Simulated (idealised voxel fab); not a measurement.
Process module under the name voxel self aligned contacts
Section cut is 230 nm wide and gridded with 5 nm square cells.
Format of a cross-section: grid, square cells. Given as bands. Order: top down. Band: one or more rows of cells.
Per band: top height and bottom height in nm, followed by the left-to-right materials and their widths in nm; "throughout" marks a single material spanning edge to edge, "air" marks empty space.
Beneath 0, the wafer as received is one material, and that level is where height counting begins. The lowest band goes on downward without a bottom; it is written like "0 nm and below".
The width entry "30..40" should be interpreted row by row: the top row of cells in the band takes the first number, the bottom row takes the second number, and the change between adjacent rows is uniform throughout.
"nothing changed", as given for a step, is the statement that not any cell of the cross-section underwent a change during that step.
You'll see "Enclosed voids" listing empty spaces that have no way open to the top, as long as they're 8 cells or more; the notation is width x height at distance, where the distance is from the left edge, and all of it is in nm.
It should be noted that, on the line of a given step, the content following the step's settings is a remark produced by the simulator itself with respect to that step.
overlay nm: mask offset rightward from planned place, masked step; negative means leftward offset.
## These are the steps we planned for the process
| 1 | RECEIVE: material Si |
| 2 | CONFORMAL_DEP: material SiO2, thk nm 5 |
| 3 | DIRECTIONAL_DEP: material polySi, thk nm 25 |
| 4 | DIRECTIONAL_DEP: material SiN, thk nm 15 |
| 5 | DIRECTIONAL_DEP: material aC, thk nm 10 |
| 6 | PATTERN: tone cover, mask id GATE, material resist, width nm 35, pitch nm 60, thk nm 25, overlay nm 0 |
| 7 | DIRECTIONAL_ETCH: etch materials aC, depth nm 10 |
| 8 | STRIP: etch materials resist |
| 9 | DIRECTIONAL_ETCH: etch materials SiN, depth nm 15 |
| 10 | DIRECTIONAL_ETCH: etch materials polySi, depth nm 25 |
| 11 | STRIP: etch materials aC |
| 12 | CONFORMAL_DEP: material SiN, thk nm 5 |
| 13 | DIRECTIONAL_ETCH: etch materials SiN, depth nm 5 |
| 14 | FILL_DEP: material SiO2, thk nm 20 |
| 15 | CMP: height nm 55 |
| 16 | PATTERN: tone open, mask id CONTACT, material resist, width nm 35, pitch nm 60, thk nm 15, overlay nm 0 |
| 17 | DIRECTIONAL_ETCH: etch materials SiO2, depth nm 55 |
| 18 | STRIP: etch materials resist |
| 19 | CONFORMAL_DEP: material TiN, thk nm 5 |
| 20 | FILL_DEP: material Ru, thk nm 5 |
| 21 | CMP: height nm 55 |
| 22 | CONFORMAL_DEP: material SiN, thk nm 5 |
## This is the cross-section of the wafer as we received it, i.e. after step 1
    0 nm and below | Si throughout
    Enclosed voids: none
## first wafer at the end, as planned
    60 nm to 55 nm | SiN throughout
    55 nm to 45 nm | 65 nm SiO2, then 5..15 nm TiN, then 25..5 nm Ru, then 5..15 nm TiN, then 25 nm SiO2, then 5..15 nm TiN, then 25..5 nm Ru, then 5..15 nm TiN, then 70 nm SiO2
    45 nm to 30 nm | 30 nm SiO2, then 45 nm SiN, then 5 nm TiN, then 5 nm Ru, then 5 nm TiN, then 45 nm SiN, then 5 nm TiN, then 5 nm Ru, then 5 nm TiN, then 45 nm SiN, then 35 nm SiO2
    30 nm to 5 nm | 30 nm SiO2, then 5 nm SiN, then 35 nm polySi, then 5 nm SiN, then 5 nm TiN, then 5 nm Ru, then 5 nm TiN, then 5 nm SiN, then 35 nm polySi, then 5 nm SiN, then 5 nm TiN, then 5 nm Ru, then 5 nm TiN, then 5 nm SiN, then 35 nm polySi, then 5 nm SiN, then 35 nm SiO2
    5 nm to 0 nm | 75 nm SiO2, then 15 nm TiN, then 45 nm SiO2, then 15 nm TiN, then 80 nm SiO2
    0 nm and below | Si throughout
    Enclosed voids: none
## Same start, same plan as the first wafer - but one mistake in the run. Cross-section of the second of the two at the end of the module
    60 nm to 55 nm | SiN throughout
    55 nm to 50 nm | 30 nm SiO2, then 45 nm SiN, then 5 nm TiN, then 5 nm Ru, then 5 nm TiN, then 45 nm SiN, then 5 nm TiN, then 5 nm Ru, then 5 nm TiN, then 45 nm SiN, then 35 nm SiO2
    50 nm to 45 nm | 30 nm SiO2, then 45 nm SiN, then 15 nm TiN, then 45 nm SiN, then 15 nm TiN, then 45 nm SiN, then 35 nm SiO2
    45 nm to 30 nm | SiN throughout
    30 nm to 5 nm | polySi throughout
    5 nm to 0 nm | SiO2 throughout
    0 nm and below | Si throughout
    Enclosed voids: none
What was the processing mistake? regarding the plan, step 4 was run twice
Final wafer comparison in cells, second versus first, more or fewer per material: 26 fewer of Ru; 81 more of SiN; 136 fewer of SiO2; 44 fewer of TiN; 125 more of polySi
